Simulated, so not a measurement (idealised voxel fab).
Process module under the name voxel ribs on slabs
Cross-sectional view cut (width: 150 nm; square cell size: 5 nm).
Format of a cross-section: grid, square cells. Given as bands. Order: top down. Band: one or more rows of cells.
Band: top height; bottom height; in nm. Then, left to right: material with width in nm, for each material. "full width": a single material spanning edge to edge. "air": empty space.
Beneath 0, the wafer as received is one material, and that level is where height counting begins. The lowest band goes on downward without a bottom; it is written like "0 and below".
A width such as "30..40" changes by the same amount from each row of cells to the next, from the band's top row to its bottom row.
"left unchanged" (step): cross-section cells unchanged, all of them.
The label "Enclosed void list" introduces a list of the empty spaces, 8 cells or larger, that have no open way up to the top; each entry in it reads width x height at distance, where the distance is taken from the left edge and all three are stated in nm.
Where a step's line continues beyond its settings, the continuation is a remark by the simulator itself on that step.
On any step carrying a mask, the "overlay nm" setting, if present on the step's line, tells how far right of its planned place the mask lay; negative values point to the left.
Heads up before you read on: it's before/after pairs around one process step each, after side only down to the lowest band that changed, step plus settings under the pair. Pairs can be from different runs of this module, same starting wafer, so only chain a pair onto the one above if its "State before step" entry says so.

-- State before step
> 70 down to 65 | air 60 / W 30 / air 60
> 65 down to 50 | SiO2 full width
> 50 down to 45 | SiO2 50 / polySi 15 / SiO2 20 / polySi 15 / SiO2 50
> 45 down to 30 | SiO2 50 / polySi 50 / SiO2 50
> 30 down to 25 | polySi full width
> 25 down to 0 | SiO2 full width
> 0 and below | Si full width
> Enclosed void list: none

-- Post-Step Snapshot
> 75 down to 70 | air 55 / SiN 40 / air 55
> 70 down to 65 | SiN 60 / W 30 / SiN 60
> Nothing below the height 65 has changed.
> Enclosed void list: none
Step, pre vs post cross-sections above: CONFORMAL_DEP,material SiN,thk nm 5
